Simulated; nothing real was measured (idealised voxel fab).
Presented below is a process module, voxel wiring stack.
In the cross-section labelled cut, the width is 210 nm and each square cell is 5 nm.
This document writes a cross-section as a grid whose cells are square, and gives it as bands, listed from the top down; one or more rows of cells form a band. For a band, the entry starts with two heights in nm, that of the top and then that of the bottom, and carries on with the band's materials in order from left to right, each alongside its width in nm; the word "throughout" beside a single material means it fills the band edge to edge, and "air" means empty space. Heights are measured from 0, the level below which the as-received wafer is all one material; the lowest band has no bottom and continues downward, written as in "top 0, no bottom". Note: "30->40" means the width goes from the first number (top row of the band) to the second number (bottom row) in equal steps per row of cells. Reading "left unchanged" for a step: not a cell of the cross-section changed in it. The label "Closed void entries" introduces a list of the empty spaces, 8 cells or larger, that have no open way up to the top; each entry in it reads width x height at distance, where the distance is taken from the left edge and all three are stated in nm. It should be noted that, on the line of a given step, the content following the step's settings is a remark produced by the simulator itself with respect to that step. Each step line may optionally specify "overlay nm", which for a step with a mask gives the rightward distance between the mask's planned place and where it lay, a negative value indicating the leftward direction.
PROCESS STEPS FORESEEN IN THE PLAN
1: RECEIVE: material Si
2: CONFORMAL_DEP: material SiO2, thk nm 10
3: CONFORMAL_DEP: material SiN, thk nm 5
4: DIRECTIONAL_DEP: material lowk, thk nm 25
5: DIRECTIONAL_DEP: material aC, thk nm 15
6: PATTERN: tone open, mask id METAL_1, material resist, width nm 30, pitch nm 45, thk nm 30, overlay nm 0
7: DIRECTIONAL_ETCH: etch materials aC, depth nm 15
8: STRIP: etch materials resist
9: DIRECTIONAL_ETCH: etch materials lowk, depth nm 25
10: DIRECTIONAL_ETCH: etch materials SiN, depth nm 5
11: STRIP: etch materials aC
12: CONFORMAL_DEP: material TiN, thk nm 5
13: FILL_DEP: material Cu, thk nm 5
14: CMP: height nm 40
15: CONFORMAL_DEP: material SiCN, thk nm 5
16: DIRECTIONAL_DEP: material lowk, thk nm 35
17: DIRECTIONAL_DEP: material aC, thk nm 15
18: PATTERN: tone open, mask id METAL_2_HOLES, material resist, width nm 15, thk nm 35, overlay nm 0
19: DIRECTIONAL_ETCH: etch materials aC, depth nm 15
20: STRIP: etch materials resist
21: DIRECTIONAL_ETCH: etch materials lowk, depth nm 35
22: STRIP: etch materials aC
23: DIRECTIONAL_DEP: material aC, thk nm 15
24: PATTERN: tone open, mask id METAL_2, material resist, width nm 30, pitch nm 45, thk nm 30, overlay nm 0
25: DIRECTIONAL_ETCH: etch materials aC, depth nm 15
26: STRIP: etch materials resist
27: DIRECTIONAL_ETCH: etch materials lowk, depth nm 20
28: DIRECTIONAL_ETCH: etch materials SiCN, depth nm 5
29: STRIP: etch materials aC
30: CONFORMAL_DEP: material TiN, thk nm 5
31: FILL_DEP: material Cu, thk nm 5
32: CMP: height nm 80
33: CONFORMAL_DEP: material SiCN, thk nm 5
34: DIRECTIONAL_DEP: material SiO2, thk nm 15
35: MASKED_ETCH: tone open, mask id PLUG_2, width nm 15, etch materials SiO2, depth nm 15, overlay nm 0
36: MASKED_ETCH: tone open, mask id PLUG_2, width nm 15, etch materials SiCN, depth nm 5, overlay nm -15
37: EPI: material Ru, thk nm 10
38: EPI: material Ru, thk nm 10
39: CONFORMAL_DEP: material SiN, thk nm 5
40: DIRECTIONAL_DEP: material lowk, thk nm 20
41: PATTERN: tone open, mask id METAL_3, material resist, width nm 30, pitch nm 45, thk nm 20, overlay nm 0
42: DIRECTIONAL_ETCH: etch materials lowk, depth nm 20
43: DIRECTIONAL_ETCH: etch materials SiN, depth nm 5
44: STRIP: etch materials resist
45: CONFORMAL_DEP: material TiN, thk nm 5
46: FILL_DEP: material W, thk nm 5
47: CMP: height nm 125
48: CONFORMAL_DEP: material SiCN, thk nm 5
The wafers in this document start out alike and differ in the overlay nm applied at step 36; the plan shows the value used for the first wafer.
AS-RECEIVED CROSS-SECTION, FIRST OF SEVERAL WAFERS, POST STEP 1
	top 0, no bottom | Si throughout
	Closed void entries: none
CROSS-SECTION OF THE FIRST OF SEVERAL WAFERS ONCE THE MODULE HAS RUN THROUGH ITS LAST STEP, STEP 48
	top 130, bottom 125 | SiCN throughout
	top 125, bottom 105 | lowk 65  TiN 5  W 20  TiN 5  lowk 15  TiN 5  W 20  TiN 5  lowk 70
	top 105, bottom 100 | SiN 65  TiN 30  SiN 15  TiN 30  SiN 70
	top 100, bottom 85 | SiO2 65  SiN 5  TiN 5  SiN 5  SiO2 130
	top 85, bottom 80 | SiCN throughout
	top 80, bottom 65 | lowk 65  TiN 5  Cu 20  TiN 5  lowk 15  TiN 5  Cu 20  TiN 5  lowk 70
	top 65, bottom 60 | lowk 65  TiN 5  Cu 5  TiN 20  lowk 15  TiN 30  lowk 70
	top 60, bottom 45 | lowk 65  TiN 5  Cu 5  TiN 5  lowk 130
	top 45, bottom 40 | SiCN 65  TiN 15  SiCN 130
	top 40, bottom 15 | lowk 65  TiN 5  Cu 20  TiN 5  lowk 15  TiN 5  Cu 20  TiN 5  lowk 70
	top 15, bottom 10 | SiN 65  TiN 30  SiN 15  TiN 30  SiN 70
	top 10, bottom 0 | SiO2 throughout
	top 0, no bottom | Si throughout
	Closed void entries: none
CROSS-SECTION, LAST WAFER, MODULE COMPLETION
	top 130, bottom 125 | SiCN throughout
	top 125, bottom 105 | lowk 65  TiN 5  W 20  TiN 5  lowk 15  TiN 5  W 20  TiN 5  lowk 70
	top 105, bottom 100 | SiN 65  TiN 30  SiN 15  TiN 30  SiN 70
	top 100, bottom 85 | SiO2 65  SiN 5  TiN 5  SiN 5  SiO2 130
	top 85, bottom 80 | SiCN throughout
	top 80, bottom 65 | lowk 65  TiN 5  Cu 20  TiN 5  lowk 15  TiN 5  Cu 20  TiN 5  lowk 70
	top 65, bottom 60 | lowk 65  TiN 5  Cu 5  TiN 20  lowk 15  TiN 30  lowk 70
	top 60, bottom 45 | lowk 65  TiN 5  Cu 5  TiN 5  lowk 130
	top 45, bottom 40 | SiCN 65  TiN 15  SiCN 130
	top 40, bottom 15 | lowk 65  TiN 5  Cu 20  TiN 5  lowk 15  TiN 5  Cu 20  TiN 5  lowk 70
	top 15, bottom 10 | SiN 65  TiN 30  SiN 15  TiN 30  SiN 70
	top 10, bottom 0 | SiO2 throughout
	top 0, no bottom | Si throughout
	Closed void entries: none
ROWS = WAFERS. AT MODULE END, EACH ROW LISTS PER MATERIAL THE CELLS GAINED (+) OR LOST (-) SINCE THE WAFER WAS RECEIVED, THEN THE CLOSED VOIDS
overlay nm -15; +68 Cu; +123 SiCN; +66 SiN; +201 SiO2; +95 TiN; +32 W; +507 lowk; Closed void entries: none
overlay nm -10; +68 Cu; +10 Ru; +122 SiCN; +60 SiN; +201 SiO2; +92 TiN; +32 W; +507 lowk; Closed void entries: none
overlay nm -5; +68 Cu; +11 Ru; +121 SiCN; +60 SiN; +201 SiO2; +92 TiN; +32 W; +507 lowk; Closed void entries: none
overlay nm 0; +68 Cu; +12 Ru; +120 SiCN; +60 SiN; +201 SiO2; +92 TiN; +32 W; +507 lowk; Closed void entries: none
overlay nm 5; +68 Cu; +11 Ru; +121 SiCN; +60 SiN; +201 SiO2; +92 TiN; +32 W; +507 lowk; Closed void entries: none
overlay nm 10; +68 Cu; +10 Ru; +122 SiCN; +60 SiN; +201 SiO2; +92 TiN; +32 W; +507 lowk; Closed void entries: none
overlay nm 15; +68 Cu; +123 SiCN; +66 SiN; +201 SiO2; +95 TiN; +32 W; +507 lowk; Closed void entries: none
